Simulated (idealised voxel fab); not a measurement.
Process module heading - voxel self aligned vias
In the cross-section labelled cut, the width is 215 nm and each square cell is 5 nm.
Reading order for cross-sections: top band down to bottom band. Underlying form: a grid of square cells. Band size: one or more rows of cells. It is stipulated that each band's entry specify, in nanometres, the height of the top of the band and then that of its bottom, followed by the materials of the band in left-to-right sequence, each together with its width in nanometres. A single material marked by the word "all across" is understood to fill the band from edge to edge; the word "blank" is understood to denote empty space. The reference from which all heights are counted is 0, the level beneath which the as-received wafer is entirely one material; the lowest band, having no lower bound, proceeds downward and is written after the example "0 down". The expression "30..40" gives the width at the extremes of the band, the first number at its top row of cells and the second at its bottom row, with the width changing by equal amounts from each row to the next in between. "no alterations made" means the step left every cell of the cross-section as it was. "Closed cavity list" enumerates empty spaces isolated from the top, with no open way to it, that contain at least 8 cells, giving each as width x height at distance from the left edge, all three in nm. The remark found on a step's line after its settings is issued by the simulator itself and pertains to that step. Regarding "overlay nm": on a step with a mask, it is the distance the mask lay to the right of its planned place; a negative value places it to the left.

Set out below are the planned steps of the process:
1,RECEIVE,material Si
2,CONFORMAL_DEP,material SiO2,thk nm 10
3,CONFORMAL_DEP,material SiCN,thk nm 5
4,DIRECTIONAL_DEP,material SiO2,thk nm 20
5,DIRECTIONAL_DEP,material aC,thk nm 15
6,PATTERN,tone open,mask id LINES,material resist,width nm 20,pitch nm 60,thk nm 30,overlay nm 0
7,DIRECTIONAL_ETCH,etch materials aC,depth nm 5
8,STRIP,etch materials resist
9,DIRECTIONAL_ETCH,etch materials SiO2,depth nm 20
10,STRIP,etch materials aC
11,CONFORMAL_DEP,material TiN,thk nm 5
12,FILL_DEP,material W,thk nm 10
13,CMP,height nm 35
14,SELECTIVE_ETCH,etch materials W Ru TiN,depth nm 10
15,FILL_DEP,material SiN,thk nm 10
16,CMP,height nm 35
17,DIRECTIONAL_DEP,material SiO2,thk nm 15
18,DIRECTIONAL_DEP,material aC,thk nm 10
19,PATTERN,tone open,mask id VIAS,material resist,width nm 30,thk nm 30,overlay nm 0
20,DIRECTIONAL_ETCH,etch materials aC,depth nm 10
21,STRIP,etch materials resist
22,DIRECTIONAL_ETCH,etch materials SiO2,depth nm 15
23,DIRECTIONAL_ETCH,etch materials SiN,depth nm 10
24,STRIP,etch materials aC
25,CONFORMAL_DEP,material TiN,thk nm 5
26,FILL_DEP,material W,thk nm 5
27,CMP,height nm 50
28,CONFORMAL_DEP,material SiN,thk nm 5
For clarity, it should be stated that the wafers under discussion commence in an identical condition and differ with respect to the depth nm of step 7, the plan indicating the value that the first wafer had.

Received wafers, first of several: cross-section after step 1:
* 0 down | Si all across
* Closed cavity list: none

Take any row and you have a wafer at the end of the module: how many cells of each material it has gained (+) or lost (-) since it was received, and then its closed voids:
depth nm 5, +43 SiCN, +43 SiN, +369 SiO2, +10 TiN, +8 W, Closed cavity list: none
depth nm 10, +43 SiCN, +43 SiN, +369 SiO2, +10 TiN, +8 W, Closed cavity list: none
depth nm 15, +43 SiCN, +51 SiN, +337 SiO2, +26 TiN, +16 W, Closed cavity list: none
depth nm 20, +43 SiCN, +51 SiN, +337 SiO2, +26 TiN, +16 W, Closed cavity list: none
depth nm 25, +43 SiCN, +51 SiN, +337 SiO2, +26 TiN, +16 W, Closed cavity list: none
depth nm 30, +43 SiCN, +51 SiN, +337 SiO2, +26 TiN, +16 W, Closed cavity list: none
